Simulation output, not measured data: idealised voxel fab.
process module | voxel released beams
cross-section cut | 295 nm wide | cells 5 nm
A cross-section is a grid of square cells, given in bands from the top down. A band is one or more rows of cells.
Each band's line starts with the height of the band's top and of its bottom, in nm. Then come its materials from left to right, each with its width in nm. One material with "throughout" fills the band from edge to edge. "air" is empty space.
Height 0 is the level under which the wafer as received is all one material. The lowest band goes on downwards, as in "0 down".
A width such as "30 to 40" changes by the same amount from each row of cells to the next, from the band's top row to its bottom row.
"no change" after a step means that no cell of the cross-section changed.
closed voids: empty space of 8 cells or more with no open way to the top, each as width x height at its distance from the left edge, in nm
after a step's settings: what the simulator itself notes on the step
overlay nm, on a step with a mask: how far to the right of its planned place the mask lay; to the left if negative
plan
1 op RECEIVE | material Si
2 op CONFORMAL_DEP | material SiN | thk nm 5
3 op DIRECTIONAL_DEP | material SiO2 | thk nm 10
4 op MASKED_ETCH | tone open | mask id ANCHOR | width nm 45 | etch materials SiO2 | depth nm 10 | overlay nm 0
5 op CONFORMAL_DEP | material TiN | thk nm 15
6 op PATTERN | tone cover | mask id BEAM | material resist | width nm 105 | thk nm 15 | overlay nm 0
7 op DIRECTIONAL_ETCH | etch materials TiN | depth nm 15
8 op STRIP | etch materials resist
9 op STRIP | etch materials SiO2
as received, after step 1
  0 down: Si throughout
  closed voids: none
a wafer at the end: this start, this plan, one mistake
  20 to 5: air 90 | TiN 105 | air 100
  5 to 0: SiN throughout
  0 down: Si throughout
  closed voids: none
what went wrong: step 3 was left out
